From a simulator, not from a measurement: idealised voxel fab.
process module | voxel wiring stack
We display cut, a cross-section 235 nm in width whose square cells are each 5 nm.
Heads up, the way a cross-section reads in here is a grid of square cells, handed over as bands from the top down, with every band being one or more rows of cells.
Band entry format. Leading values: height of top, height of bottom, nm. Remainder: materials in left-to-right order, each with its width in nm. Special words: "full width" on a single material, which then fills the band edge to edge; "empty", empty space.
Beneath 0, the wafer as received is one material, and that level is where height counting begins. The lowest band goes on downward without a bottom; it is written like "0 -> down".
A width such as "30->40" changes by the same amount from each row of cells to the next, from the band's top row to its bottom row.
Given "nothing altered" for a step, no cell of the cross-section differs between before and after that step.
Closed-off voids: empty space of 8 cells or more with no open way to the top, each as width x height at its distance from the left edge, in nm
after a step's settings: what the simulator itself notes on the step
A step's line can hold "overlay nm"; with a mask on that step, the setting says how far right of the planned place the mask lay, while a negative setting says it lay to the left.
Every pair from here on: before one process step, after it. The after cross-section reaches only to the lowest band that changed. Below the pair: the step in between and its settings. Pairs can belong to different runs of this module on the same starting wafer; a pair carries on from the pair above only if the entry headed "Prior to step" says so.
PRIOR TO STEP
- 105 -> 100 = TiN=50  empty=10  TiN=30  empty=10  TiN=30  empty=10  TiN=30  empty=10  TiN=55
- 100 -> 85 = lowk=45  TiN=5  empty=10  TiN=5  lowk=20  TiN=5  empty=10  TiN=5  lowk=20  TiN=5  empty=10  TiN=5  lowk=20  TiN=5  empty=10  TiN=5  lowk=50
- 85 -> 80 = lowk=45  TiN=5  empty=5  TiN=10  lowk=20  TiN=20  lowk=20  TiN=5  empty=5  TiN=10  lowk=20  TiN=20  lowk=50
- 80 -> 65 = lowk=45  TiN=5  empty=5  TiN=5  lowk=65  TiN=5  empty=5  TiN=5  lowk=95
- 65 -> 60 = SiCN=45  TiN=15  SiCN=65  TiN=15  SiCN=95
- 60 -> 45 = Ru full width
- 45 -> 40 = TiN=50  Ru=10  TiN=30  Ru=10  TiN=30  Ru=10  TiN=30  Ru=10  TiN=55
- 40 -> 20 = SiO2=45  TiN=5  Ru=10  TiN=5  SiO2=20  TiN=5  Ru=10  TiN=5  SiO2=20  TiN=5  Ru=10  TiN=5  SiO2=20  TiN=5  Ru=10  TiN=5  SiO2=50
- 20 -> 15 = SiCN=45  TiN=20  SiCN=20  TiN=20  SiCN=20  TiN=20  SiCN=20  TiN=20  SiCN=50
- 15 -> 0 = SiO2 full width
- 0 -> down = Si full width
- Closed-off voids: none
AS PROCESSED
- 110 -> 105 = Cu full width
- 105 -> 100 = TiN=50  Cu=10  TiN=30  Cu=10  TiN=30  Cu=10  TiN=30  Cu=10  TiN=55
- 100 -> 85 = lowk=45  TiN=5  Cu=10  TiN=5  lowk=20  TiN=5  Cu=10  TiN=5  lowk=20  TiN=5  Cu=10  TiN=5  lowk=20  TiN=5  Cu=10  TiN=5  lowk=50
- 85 -> 80 = lowk=45  TiN=5  Cu=5  TiN=10  lowk=20  TiN=20  lowk=20  TiN=5  Cu=5  TiN=10  lowk=20  TiN=20  lowk=50
- 80 -> 65 = lowk=45  TiN=5  Cu=5  TiN=5  lowk=65  TiN=5  Cu=5  TiN=5  lowk=95
- Heights below 65 show no change.
- Closed-off voids: none
Step between the cross-sections above: op FILL_DEP | material Cu | thk nm 5
Prior to step: taken from the pair above, after panel.
AS PROCESSED
- 85 -> 80 = lowk=45  TiN=5  Cu=5  TiN=10  lowk=20  TiN=20  lowk=20  TiN=5  Cu=5  TiN=10  lowk=20  TiN=20  lowk=50
- Heights below 80 show no change.
- Closed-off voids: none
Step between the cross-sections above: op CMP | height nm 85
Prior to step: taken from the pair above, after panel.
AS PROCESSED
- 90 -> 85 = SiCN full width
- Heights below 85 show no change.
- Closed-off voids: none
Step between the cross-sections above: op CONFORMAL_DEP | material SiCN | thk nm 5
Prior to step: taken from the pair above, after panel.
AS PROCESSED
- 100 -> 90 = lowk full width
- Heights below 90 show no change.
- Closed-off voids: none
Step between the cross-sections above: op DIRECTIONAL_DEP | material lowk | thk nm 10
Prior to step: taken from the pair above, after panel.
AS PROCESSED
- 100 -> 90 = lowk=45  empty=15  lowk=25  empty=15  lowk=25  empty=15  lowk=25  empty=15  lowk=55
- Heights below 90 show no change.
- Closed-off voids: none
Step between the cross-sections above: op MASKED_ETCH | tone open | mask id PLUG_2 | width nm 15 | pitch nm 40 | etch materials lowk | depth nm 10 | overlay nm 0
Prior to step: taken from the pair above, after panel.
AS PROCESSED
- 100 -> 90 = lowk=45  empty=15  lowk=25  empty=15  lowk=25  empty=15  lowk=25  empty=15  lowk=55
- 90 -> 85 = SiCN=45  empty=15  SiCN=25  empty=15  SiCN=25  empty=15  SiCN=25  empty=15  SiCN=55
- Heights below 85 show no change.
- Closed-off voids: none
Step between the cross-sections above: op MASKED_ETCH | tone open | mask id PLUG_2 | width nm 15 | pitch nm 40 | etch materials SiCN | depth nm 5 | overlay nm 0
Prior to step: taken from the pair above, after panel.
AS PROCESSED
- 105 -> 100 = TiN=50  empty=5  TiN=35  empty=5  TiN=35  empty=5  TiN=35  empty=5  TiN=60
- 100 -> 90 = lowk=45  TiN=5  empty=5  TiN=5  lowk=25  TiN=5  empty=5  TiN=5  lowk=25  TiN=5  empty=5  TiN=5  lowk=25  TiN=5  empty=5  TiN=5  lowk=55
- 90 -> 85 = SiCN=45  TiN=15  SiCN=25  TiN=15  SiCN=25  TiN=15  SiCN=25  TiN=15  SiCN=55
- Heights below 85 show no change.
- Closed-off voids: none
Step between the cross-sections above: op CONFORMAL_DEP | material TiN | thk nm 5
Prior to step: taken from the pair above, after panel.
AS PROCESSED
- 115 -> 105 = Ru full width
- 105 -> 100 = TiN=50  Ru=5  TiN=35  Ru=5  TiN=35  Ru=5  TiN=35  Ru=5  TiN=60
- 100 -> 90 = lowk=45  TiN=5  Ru=5  TiN=5  lowk=25  TiN=5  Ru=5  TiN=5  lowk=25  TiN=5  Ru=5  TiN=5  lowk=25  TiN=5  Ru=5  TiN=5  lowk=55
- Heights below 90 show no change.
- Closed-off voids: none
Step between the cross-sections above: op FILL_DEP | material Ru | thk nm 10
Prior to step: taken from the pair above, after panel.
AS PROCESSED
- 100 -> 90 = lowk=45  TiN=5  Ru=5  TiN=5  lowk=25  TiN=5  Ru=5  TiN=5  lowk=25  TiN=5  Ru=5  TiN=5  lowk=25  TiN=5  Ru=5  TiN=5  lowk=55
- Heights below 90 show no change.
- Closed-off voids: none
Step between the cross-sections above: op CMP | height nm 100
Prior to step: taken from the pair above, after panel.
AS PROCESSED
- 105 -> 100 = TiN full width
- Heights below 100 show no change.
- Closed-off voids: none
Step between the cross-sections above: op DIRECTIONAL_DEP | material TiN | thk nm 5
Prior to step: taken from the pair above, after panel.
AS PROCESSED
- 120 -> 105 = Ru full width
- Heights below 105 show no change.
- Closed-off voids: none
Step between the cross-sections above: op DIRECTIONAL_DEP | material Ru | thk nm 15
Prior to step: taken from the pair above, after panel.
AS PROCESSED
- 120 -> 105 = empty=45  Ru=20  empty=20  Ru=20  empty=20  Ru=20  empty=20  Ru=20  empty=50
- Heights below 105 show no change.
- Closed-off voids: none
Step between the cross-sections above: op MASKED_ETCH | tone cover | mask id METAL_3 | width nm 20 | pitch nm 40 | etch materials Ru | depth nm 15 | overlay nm 0
Prior to step: taken from the pair above, after panel.
AS PROCESSED
- 120 -> 105 = empty=45  Ru=20  empty=20  Ru=20  empty=20  Ru=20  empty=20  Ru=20  empty=50
- 105 -> 100 = empty=45  TiN=20  empty=20  TiN=20  empty=20  TiN=20  empty=20  TiN=20  empty=50
- Heights below 100 show no change.
- Closed-off voids: none
Step between the cross-sections above: op MASKED_ETCH | tone cover | mask id METAL_3 | width nm 20 | pitch nm 40 | etch materials TiN | depth nm 5 | overlay nm 0
Prior to step: taken from the pair above, after panel.
AS PROCESSED
- 130 -> 120 = SiO2 full width
- 120 -> 105 = SiO2=45  Ru=20  SiO2=20  Ru=20  SiO2=20  Ru=20  SiO2=20  Ru=20  SiO2=50
- 105 -> 100 = SiO2=45  TiN=20  SiO2=20  TiN=20  SiO2=20  TiN=20  SiO2=20  TiN=20  SiO2=50
- Heights below 100 show no change.
- Closed-off voids: none
Step between the cross-sections above: op FILL_DEP | material SiO2 | thk nm 10
Prior to step: taken from the pair above, after panel.
AS PROCESSED
- 120 -> 105 = SiO2=45  Ru=20  SiO2=20  Ru=20  SiO2=20  Ru=20  SiO2=20  Ru=20  SiO2=50
- Heights below 105 show no change.
- Closed-off voids: none
Step between the cross-sections above: op CMP | height nm 120
Prior to step: taken from the pair above, after panel.
AS PROCESSED
- 125 -> 120 = SiCN full width
- Heights below 120 show no change.
- Closed-off voids: none
Step between the cross-sections above: op CONFORMAL_DEP | material SiCN | thk nm 5
Prior to step: taken from the pair above, after panel.
AS PROCESSED
- 135 -> 125 = lowk full width
- Heights below 125 show no change.
- Closed-off voids: none
Step between the cross-sections above: op DIRECTIONAL_DEP | material lowk | thk nm 10
Prior to step: taken from the pair above, after panel.
AS PROCESSED
- 150 -> 135 = aC full width
- Heights below 135 show no change.
- Closed-off voids: none
Step between the cross-sections above: op DIRECTIONAL_DEP | material aC | thk nm 15
Prior to step: taken from the pair above, after panel.
AS PROCESSED
- 185 -> 150 = resist=45  empty=15  resist=65  empty=15  resist=95
- Heights below 150 show no change.
- Closed-off voids: none
Step between the cross-sections above: op PATTERN | tone open | mask id PLUG_3 | material resist | width nm 15 | pitch nm 80 | thk nm 35 | overlay nm 0
Prior to step: taken from the pair above, after panel.
AS PROCESSED
- 170 -> 150 = resist=45  empty=15  resist=65  empty=15  resist=95
- 150 -> 135 = aC=45  empty=15  aC=65  empty=15  aC=95
- Heights below 135 show no change.
- Closed-off voids: none
Step between the cross-sections above: op DIRECTIONAL_ETCH | etch materials aC | depth nm 15
Prior to step: taken from the pair above, after panel.
AS PROCESSED
- 150 -> 135 = aC=45  empty=15  aC=65  empty=15  aC=95
- Heights below 135 show no change.
- Closed-off voids: none
Step between the cross-sections above: op STRIP | etch materials resist
Prior to step: taken from the pair above, after panel.
AS PROCESSED
- 150 -> 135 = aC=45  empty=15  aC=65  empty=15  aC=95
- 135 -> 125 = lowk=45  empty=15  lowk=65  empty=15  lowk=95
- Heights below 125 show no change.
- Closed-off voids: none
Step between the cross-sections above: op DIRECTIONAL_ETCH | etch materials lowk | depth nm 10
Prior to step: taken from the pair above, after panel.
AS PROCESSED
- 150 -> 135 = aC=45  empty=15  aC=65  empty=15  aC=95
- 135 -> 125 = lowk=45  empty=15  lowk=65  empty=15  lowk=95
- 125 -> 120 = SiCN=45  empty=15  SiCN=65  empty=15  SiCN=95
- Heights below 120 show no change.
- Closed-off voids: none
Step between the cross-sections above: op DIRECTIONAL_ETCH | etch materials SiCN | depth nm 5
Prior to step: taken from the pair above, after panel.
AS PROCESSED
- 135 -> 125 = lowk=45  empty=15  lowk=65  empty=15  lowk=95
- Heights below 125 show no change.
- Closed-off voids: none
Step between the cross-sections above: op STRIP | etch materials aC
Prior to step: taken from the pair above, after panel.
AS PROCESSED
- 140 -> 135 = TiN=50  empty=5  TiN=75  empty=5  TiN=100
- 135 -> 125 = lowk=45  TiN=5  empty=5  TiN=5  lowk=65  TiN=5  empty=5  TiN=5  lowk=95
- 125 -> 120 = SiCN=45  TiN=15  SiCN=65  TiN=15  SiCN=95
- Heights below 120 show no change.
- Closed-off voids: none
Step between the cross-sections above: op CONFORMAL_DEP | material TiN | thk nm 5
Prior to step: taken from the pair above, after panel.
AS PROCESSED
- 150 -> 140 = Ru full width
- 140 -> 135 = TiN=50  Ru=5  TiN=75  Ru=5  TiN=100
- 135 -> 125 = lowk=45  TiN=5  Ru=5  TiN=5  lowk=65  TiN=5  Ru=5  TiN=5  lowk=95
- Heights below 125 show no change.
- Closed-off voids: none
Step between the cross-sections above: op FILL_DEP | material Ru | thk nm 10
Prior to step: taken from the pair above, after panel.
AS PROCESSED
- 135 -> 125 = lowk=45  TiN=5  Ru=5  TiN=5  lowk=65  TiN=5  Ru=5  TiN=5  lowk=95
- Heights below 125 show no change.
- Closed-off voids: none
Step between the cross-sections above: op CMP | height nm 135
Prior to step: taken from the pair above, after panel.
AS PROCESSED
- 140 -> 135 = SiCN full width
- Heights below 135 show no change.
- Closed-off voids: none
Step between the cross-sections above: op CONFORMAL_DEP | material SiCN | thk nm 5
Prior to step: taken from the pair above, after panel.
AS PROCESSED
- 155 -> 140 = SiO2 full width
- Heights below 140 show no change.
- Closed-off voids: none
Step between the cross-sections above: op DIRECTIONAL_DEP | material SiO2 | thk nm 15
Prior to step: taken from the pair above, after panel.
AS PROCESSED
- 170 -> 155 = resist=45  empty=20  resist=20  empty=20  resist=20  empty=20  resist=20  empty=20  resist=50
- Heights below 155 show no change.
- Closed-off voids: none
Step between the cross-sections above: op PATTERN | tone open | mask id METAL_4 | material resist | width nm 20 | pitch nm 40 | thk nm 15 | overlay nm 0
Prior to step: taken from the pair above, after panel.
AS PROCESSED
- 170 -> 155 = resist=45  empty=20  resist=20  empty=20  resist=20  empty=20  resist=20  empty=20  resist=50
- 155 -> 140 = SiO2=45  empty=20  SiO2=20  empty=20  SiO2=20  empty=20  SiO2=20  empty=20  SiO2=50
- Heights below 140 show no change.
- Closed-off voids: none
Step between the cross-sections above: op DIRECTIONAL_ETCH | etch materials SiO2 | depth nm 15
Prior to step: taken from the pair above, after panel.
AS PROCESSED
- 170 -> 155 = resist=45  empty=20  resist=20  empty=20  resist=20  empty=20  resist=20  empty=20  resist=50
- 155 -> 140 = SiO2=45  empty=20  SiO2=20  empty=20  SiO2=20  empty=20  SiO2=20  empty=20  SiO2=50
- 140 -> 135 = SiCN=45  empty=20  SiCN=20  empty=20  SiCN=20  empty=20  SiCN=20  empty=20  SiCN=50
- Heights below 135 show no change.
- Closed-off voids: none
Step between the cross-sections above: op DIRECTIONAL_ETCH | etch materials SiCN | depth nm 5
Prior to step: taken from the pair above, after panel.
AS PROCESSED
- 155 -> 140 = SiO2=45  empty=20  SiO2=20  empty=20  SiO2=20  empty=20  SiO2=20  empty=20  SiO2=50
- Heights below 140 show no change.
- Closed-off voids: none
Step between the cross-sections above: op STRIP | etch materials resist
Prior to step: taken from the pair above, after panel.
AS PROCESSED
- 160 -> 155 = TiN=50  empty=10  TiN=30  empty=10  TiN=30  empty=10  TiN=30  empty=10  TiN=55
- 155 -> 140 = SiO2=45  TiN=5  empty=10  TiN=5  SiO2=20  TiN=5  empty=10  TiN=5  SiO2=20  TiN=5  empty=10  TiN=5  SiO2=20  TiN=5  empty=10  TiN=5  SiO2=50
- 140 -> 135 = SiCN=45  TiN=20  SiCN=20  TiN=20  SiCN=20  TiN=20  SiCN=20  TiN=20  SiCN=50
- Heights below 135 show no change.
- Closed-off voids: none
Step between the cross-sections above: op CONFORMAL_DEP | material TiN | thk nm 5
Prior to step: taken from the pair above, after panel.
AS PROCESSED
- 165 -> 160 = Cu full width
- 160 -> 155 = TiN=50  Cu=10  TiN=30  Cu=10  TiN=30  Cu=10  TiN=30  Cu=10  TiN=55
- 155 -> 140 = SiO2=45  TiN=5  Cu=10  TiN=5  SiO2=20  TiN=5  Cu=10  TiN=5  SiO2=20  TiN=5  Cu=10  TiN=5  SiO2=20  TiN=5  Cu=10  TiN=5  SiO2=50
- Heights below 140 show no change.
- Closed-off voids: none
Step between the cross-sections above: op FILL_DEP | material Cu | thk nm 5
Prior to step: taken from the pair above, after panel.
AS PROCESSED
- 155 -> 140 = SiO2=45  TiN=5  Cu=10  TiN=5  SiO2=20  TiN=5  Cu=10  TiN=5  SiO2=20  TiN=5  Cu=10  TiN=5  SiO2=20  TiN=5  Cu=10  TiN=5  SiO2=50
- Heights below 140 show no change.
- Closed-off voids: none
Step between the cross-sections above: op CMP | height nm 155
Prior to step: taken from the pair above, after panel.
AS PROCESSED
- 160 -> 155 = SiN full width
- Heights below 155 show no change.
- Closed-off voids: none
Step between the cross-sections above: op CONFORMAL_DEP | material SiN | thk nm 5
PRIOR TO STEP
- 95 -> 85 = aC=45  empty=20  aC=20  empty=20  aC=20  empty=20  aC=20  empty=20  aC=50
- 85 -> 65 = lowk=45  empty=20  lowk=20  empty=20  lowk=20  empty=20  lowk=20  empty=20  lowk=50
- 65 -> 50 = lowk full width
- 50 -> 45 = SiCN full width
- 45 -> 40 = SiCN=40  Ru=30  SiCN=10  Ru=30  SiCN=10  Ru=30  SiCN=10  Ru=30  SiCN=45
- 40 -> 20 = SiO2=45  TiN=5  Ru=10  TiN=5  SiO2=20  TiN=5  Ru=10  TiN=5  SiO2=20  TiN=5  Ru=10  TiN=5  SiO2=20  TiN=5  Ru=10  TiN=5  SiO2=50
- 20 -> 15 = SiCN=45  TiN=20  SiCN=20  TiN=20  SiCN=20  TiN=20  SiCN=20  TiN=20  SiCN=50
- 15 -> 0 = SiO2 full width
- 0 -> down = Si full width
- Closed-off voids: none
AS PROCESSED
- 95 -> 85 = aC=45  empty=20  aC=20  empty=20  aC=20  empty=20  aC=20  empty=20  aC=50
- 85 -> 50 = lowk=45  empty=20  lowk=20  empty=20  lowk=20  empty=20  lowk=20  empty=20  lowk=50
- Heights below 50 show no change.
- Closed-off voids: none
Step between the cross-sections above: op DIRECTIONAL_ETCH | etch materials lowk | depth nm 20
Prior to step: taken from the pair above, after panel.
AS PROCESSED
- 85 -> 50 = lowk=45  empty=20  lowk=20  empty=20  lowk=20  empty=20  lowk=20  empty=20  lowk=50
- Heights below 50 show no change.
- Closed-off voids: none
Step between the cross-sections above: op STRIP | etch materials aC
Prior to step: taken from the pair above, after panel.
AS PROCESSED
- 105 -> 85 = resist=45  empty=15  resist=65  empty=15  resist=95
- 85 -> 50 = lowk=45  empty=15  resist=5  lowk=20  resist=20  lowk=20  empty=15  resist=5  lowk=20  resist=20  lowk=50
- Heights below 50 show no change.
- Closed-off voids: none
Step between the cross-sections above: op PATTERN | tone open | mask id METAL_2_HOLES | material resist | width nm 15 | pitch nm 80 | thk nm 20 | overlay nm 0
Prior to step: taken from the pair above, after panel.
AS PROCESSED
- 105 -> 85 = resist=45  empty=15  resist=65  empty=15  resist=95
- 85 -> 50 = lowk=45  empty=15  resist=5  lowk=20  resist=20  lowk=20  empty=15  resist=5  lowk=20  resist=20  lowk=50
- 50 -> 45 = SiCN=45  empty=15  SiCN=65  empty=15  SiCN=95
- Heights below 45 show no change.
- Closed-off voids: none
Step between the cross-sections above: op DIRECTIONAL_ETCH | etch materials SiCN | depth nm 5
Prior to step: taken from the pair above, after panel.
AS PROCESSED
- 85 -> 50 = lowk=45  empty=20  lowk=20  empty=20  lowk=20  empty=20  lowk=20  empty=20  lowk=50
- Heights below 50 show no change.
- Closed-off voids: none
Step between the cross-sections above: op STRIP | etch materials resist
Prior to step: taken from the pair above, after panel.
AS PROCESSED
- 90 -> 85 = TiN=50  empty=10  TiN=30  empty=10  TiN=30  empty=10  TiN=30  empty=10  TiN=55
- 85 -> 55 = lowk=45  TiN=5  empty=10  TiN=5  lowk=20  TiN=5  empty=10  TiN=5  lowk=20  TiN=5  empty=10  TiN=5  lowk=20  TiN=5  empty=10  TiN=5  lowk=50
- 55 -> 50 = lowk=45  TiN=5  empty=5  TiN=10  lowk=20  TiN=20  lowk=20  TiN=5  empty=5  TiN=10  lowk=20  TiN=20  lowk=50
- 50 -> 45 = SiCN=45  TiN=15  SiCN=65  TiN=15  SiCN=95
- Heights below 45 show no change.
- Closed-off voids: none
Step between the cross-sections above: op CONFORMAL_DEP | material TiN | thk nm 5
Prior to step: taken from the pair above, after panel.
AS PROCESSED
- 95 -> 90 = Cu full width
- 90 -> 85 = TiN=50  Cu=10  TiN=30  Cu=10  TiN=30  Cu=10  TiN=30  Cu=10  TiN=55
- 85 -> 55 = lowk=45  TiN=5  Cu=10  TiN=5  lowk=20  TiN=5  Cu=10  TiN=5  lowk=20  TiN=5  Cu=10  TiN=5  lowk=20  TiN=5  Cu=10  TiN=5  lowk=50
- 55 -> 50 = lowk=45  TiN=5  Cu=5  TiN=10  lowk=20  TiN=20  lowk=20  TiN=5  Cu=5  TiN=10  lowk=20  TiN=20  lowk=50
- Heights below 50 show no change.
- Closed-off voids: none
Step between the cross-sections above: op FILL_DEP | material Cu | thk nm 5
Prior to step: taken from the pair above, after panel.
AS PROCESSED
- 85 -> 55 = lowk=45  TiN=5  Cu=10  TiN=5  lowk=20  TiN=5  Cu=10  TiN=5  lowk=20  TiN=5  Cu=10  TiN=5  lowk=20  TiN=5  Cu=10  TiN=5  lowk=50
- Heights below 55 show no change.
- Closed-off voids: none
Step between the cross-sections above: op CMP | height nm 85
Prior to step: taken from the pair above, after panel.
AS PROCESSED
- 90 -> 85 = SiCN full width
- Heights below 85 show no change.
- Closed-off voids: none
Step between the cross-sections above: op CONFORMAL_DEP | material SiCN | thk nm 5
Prior to step: taken from the pair above, after panel.
AS PROCESSED
- 100 -> 90 = lowk full width
- Heights below 90 show no change.
- Closed-off voids: none
Step between the cross-sections above: op DIRECTIONAL_DEP | material lowk | thk nm 10
Prior to step: taken from the pair above, after panel.
AS PROCESSED
- 100 -> 90 = lowk=45  empty=15  lowk=25  empty=15  lowk=25  empty=15  lowk=25  empty=15  lowk=55
- Heights below 90 show no change.
- Closed-off voids: none
Step between the cross-sections above: op MASKED_ETCH | tone open | mask id PLUG_2 | width nm 15 | pitch nm 40 | etch materials lowk | depth nm 10 | overlay nm 0
Prior to step: taken from the pair above, after panel.
AS PROCESSED
- 100 -> 90 = lowk=45  empty=15  lowk=25  empty=15  lowk=25  empty=15  lowk=25  empty=15  lowk=55
- 90 -> 85 = SiCN=45  empty=15  SiCN=25  empty=15  SiCN=25  empty=15  SiCN=25  empty=15  SiCN=55
- Heights below 85 show no change.
- Closed-off voids: none
Step between the cross-sections above: op MASKED_ETCH | tone open | mask id PLUG_2 | width nm 15 | pitch nm 40 | etch materials SiCN | depth nm 5 | overlay nm 0
Prior to step: taken from the pair above, after panel.
AS PROCESSED
- 105 -> 100 = TiN=50  empty=5  TiN=35  empty=5  TiN=35  empty=5  TiN=35  empty=5  TiN=60
- 100 -> 90 = lowk=45  TiN=5  empty=5  TiN=5  lowk=25  TiN=5  empty=5  TiN=5  lowk=25  TiN=5  empty=5  TiN=5  lowk=25  TiN=5  empty=5  TiN=5  lowk=55
- 90 -> 85 = SiCN=45  TiN=15  SiCN=25  TiN=15  SiCN=25  TiN=15  SiCN=25  TiN=15  SiCN=55
- Heights below 85 show no change.
- Closed-off voids: none
Step between the cross-sections above: op CONFORMAL_DEP | material TiN | thk nm 5
Prior to step: taken from the pair above, after panel.
AS PROCESSED
- 115 -> 105 = Ru full width
- 105 -> 100 = TiN=50  Ru=5  TiN=35  Ru=5  TiN=35  Ru=5  TiN=35  Ru=5  TiN=60
- 100 -> 90 = lowk=45  TiN=5  Ru=5  TiN=5  lowk=25  TiN=5  Ru=5  TiN=5  lowk=25  TiN=5  Ru=5  TiN=5  lowk=25  TiN=5  Ru=5  TiN=5  lowk=55
- Heights below 90 show no change.
- Closed-off voids: none
Step between the cross-sections above: op FILL_DEP | material Ru | thk nm 10
Prior to step: taken from the pair above, after panel.
AS PROCESSED
- 100 -> 90 = lowk=45  TiN=5  Ru=5  TiN=5  lowk=25  TiN=5  Ru=5  TiN=5  lowk=25  TiN=5  Ru=5  TiN=5  lowk=25  TiN=5  Ru=5  TiN=5  lowk=55
- Heights below 90 show no change.
- Closed-off voids: none
Step between the cross-sections above: op CMP | height nm 100
Prior to step: taken from the pair above, after panel.
AS PROCESSED
- 105 -> 100 = TiN full width
- Heights below 100 show no change.
- Closed-off voids: none
Step between the cross-sections above: op DIRECTIONAL_DEP | material TiN | thk nm 5
Prior to step: taken from the pair above, after panel.
AS PROCESSED
- 120 -> 105 = Ru full width
- Heights below 105 show no change.
- Closed-off voids: none
Step between the cross-sections above: op DIRECTIONAL_DEP | material Ru | thk nm 15
Prior to step: taken from the pair above, after panel.
AS PROCESSED
- 120 -> 105 = empty=45  Ru=20  empty=20  Ru=20  empty=20  Ru=20  empty=20  Ru=20  empty=50
- Heights below 105 show no change.
- Closed-off voids: none
Step between the cross-sections above: op MASKED_ETCH | tone cover | mask id METAL_3 | width nm 20 | pitch nm 40 | etch materials Ru | depth nm 15 | overlay nm 0
Prior to step: taken from the pair above, after panel.
AS PROCESSED
- 120 -> 105 = empty=45  Ru=20  empty=20  Ru=20  empty=20  Ru=20  empty=20  Ru=20  empty=50
- 105 -> 100 = empty=45  TiN=20  empty=20  TiN=20  empty=20  TiN=20  empty=20  TiN=20  empty=50
- Heights below 100 show no change.
- Closed-off voids: none
Step between the cross-sections above: op MASKED_ETCH | tone cover | mask id METAL_3 | width nm 20 | pitch nm 40 | etch materials TiN | depth nm 5 | overlay nm 0
Prior to step: taken from the pair above, after panel.
AS PROCESSED
- 130 -> 120 = SiO2 full width
- 120 -> 105 = SiO2=45  Ru=20  SiO2=20  Ru=20  SiO2=20  Ru=20  SiO2=20  Ru=20  SiO2=50
- 105 -> 100 = SiO2=45  TiN=20  SiO2=20  TiN=20  SiO2=20  TiN=20  SiO2=20  TiN=20  SiO2=50
- Heights below 100 show no change.
- Closed-off voids: none
Step between the cross-sections above: op FILL_DEP | material SiO2 | thk nm 10
Prior to step: taken from the pair above, after panel.
AS PROCESSED
- 120 -> 105 = SiO2=45  Ru=20  SiO2=20  Ru=20  SiO2=20  Ru=20  SiO2=20  Ru=20  SiO2=50
- Heights below 105 show no change.
- Closed-off voids: none
Step between the cross-sections above: op CMP | height nm 120
Prior to step: taken from the pair above, after panel.
AS PROCESSED
- 125 -> 120 = SiCN full width
- Heights below 120 show no change.
- Closed-off voids: none
Step between the cross-sections above: op CONFORMAL_DEP | material SiCN | thk nm 5
Prior to step: taken from the pair above, after panel.
AS PROCESSED
- 135 -> 125 = lowk full width
- Heights below 125 show no change.
- Closed-off voids: none
Step between the cross-sections above: op DIRECTIONAL_DEP | material lowk | thk nm 10
Prior to step: taken from the pair above, after panel.
AS PROCESSED
- 150 -> 135 = aC full width
- Heights below 135 show no change.
- Closed-off voids: none
Step between the cross-sections above: op DIRECTIONAL_DEP | material aC | thk nm 15
Prior to step: taken from the pair above, after panel.
AS PROCESSED
- 185 -> 150 = resist=45  empty=15  resist=65  empty=15  resist=95
- Heights below 150 show no change.
- Closed-off voids: none
Step between the cross-sections above: op PATTERN | tone open | mask id PLUG_3 | material resist | width nm 15 | pitch nm 80 | thk nm 35 | overlay nm 0
Prior to step: taken from the pair above, after panel.
AS PROCESSED
- 170 -> 150 = resist=45  empty=15  resist=65  empty=15  resist=95
- 150 -> 135 = aC=45  empty=15  aC=65  empty=15  aC=95
- Heights below 135 show no change.
- Closed-off voids: none
Step between the cross-sections above: op DIRECTIONAL_ETCH | etch materials aC | depth nm 15
Prior to step: taken from the pair above, after panel.
AS PROCESSED
- 150 -> 135 = aC=45  empty=15  aC=65  empty=15  aC=95
- Heights below 135 show no change.
- Closed-off voids: none
Step between the cross-sections above: op STRIP | etch materials resist
Prior to step: taken from the pair above, after panel.
AS PROCESSED
- 150 -> 135 = aC=45  empty=15  aC=65  empty=15  aC=95
- 135 -> 125 = lowk=45  empty=15  lowk=65  empty=15  lowk=95
- Heights below 125 show no change.
- Closed-off voids: none
Step between the cross-sections above: op DIRECTIONAL_ETCH | etch materials lowk | depth nm 10
Prior to step: taken from the pair above, after panel.
AS PROCESSED
- 150 -> 135 = aC=45  empty=15  aC=65  empty=15  aC=95
- 135 -> 125 = lowk=45  empty=15  lowk=65  empty=15  lowk=95
- 125 -> 120 = SiCN=45  empty=15  SiCN=65  empty=15  SiCN=95
- Heights below 120 show no change.
- Closed-off voids: none
Step between the cross-sections above: op DIRECTIONAL_ETCH | etch materials SiCN | depth nm 5
Prior to step: taken from the pair above, after panel.
AS PROCESSED
- 135 -> 125 = lowk=45  empty=15  lowk=65  empty=15  lowk=95
- Heights below 125 show no change.
- Closed-off voids: none
Step between the cross-sections above: op STRIP | etch materials aC
Prior to step: taken from the pair above, after panel.
AS PROCESSED
- 140 -> 135 = TiN=50  empty=5  TiN=75  empty=5  TiN=100
- 135 -> 125 = lowk=45  TiN=5  empty=5  TiN=5  lowk=65  TiN=5  empty=5  TiN=5  lowk=95
- 125 -> 120 = SiCN=45  TiN=15  SiCN=65  TiN=15  SiCN=95
- Heights below 120 show no change.
- Closed-off voids: none
Step between the cross-sections above: op CONFORMAL_DEP | material TiN | thk nm 5
Prior to step: taken from the pair above, after panel.
AS PROCESSED
- 150 -> 140 = Ru full width
- 140 -> 135 = TiN=50  Ru=5  TiN=75  Ru=5  TiN=100
- 135 -> 125 = lowk=45  TiN=5  Ru=5  TiN=5  lowk=65  TiN=5  Ru=5  TiN=5  lowk=95
- Heights below 125 show no change.
- Closed-off voids: none
Step between the cross-sections above: op FILL_DEP | material Ru | thk nm 10
Prior to step: taken from the pair above, after panel.
AS PROCESSED
- 135 -> 125 = lowk=45  TiN=5  Ru=5  TiN=5  lowk=65  TiN=5  Ru=5  TiN=5  lowk=95
- Heights below 125 show no change.
- Closed-off voids: none
Step between the cross-sections above: op CMP | height nm 135
Prior to step: taken from the pair above, after panel.
AS PROCESSED
- 140 -> 135 = SiCN full width
- Heights below 135 show no change.
- Closed-off voids: none
Step between the cross-sections above: op CONFORMAL_DEP | material SiCN | thk nm 5
Prior to step: taken from the pair above, after panel.
AS PROCESSED
- 155 -> 140 = SiO2 full width
- Heights below 140 show no change.
- Closed-off voids: none
Step between the cross-sections above: op DIRECTIONAL_DEP | material SiO2 | thk nm 15
Prior to step: taken from the pair above, after panel.
AS PROCESSED
- 170 -> 155 = resist=45  empty=20  resist=20  empty=20  resist=20  empty=20  resist=20  empty=20  resist=50
- Heights below 155 show no change.
- Closed-off voids: none
Step between the cross-sections above: op PATTERN | tone open | mask id METAL_4 | material resist | width nm 20 | pitch nm 40 | thk nm 15 | overlay nm 0
Prior to step: taken from the pair above, after panel.
AS PROCESSED
- 170 -> 155 = resist=45  empty=20  resist=20  empty=20  resist=20  empty=20  resist=20  empty=20  resist=50
- 155 -> 140 = SiO2=45  empty=20  SiO2=20  empty=20  SiO2=20  empty=20  SiO2=20  empty=20  SiO2=50
- Heights below 140 show no change.
- Closed-off voids: none
Step between the cross-sections above: op DIRECTIONAL_ETCH | etch materials SiO2 | depth nm 15
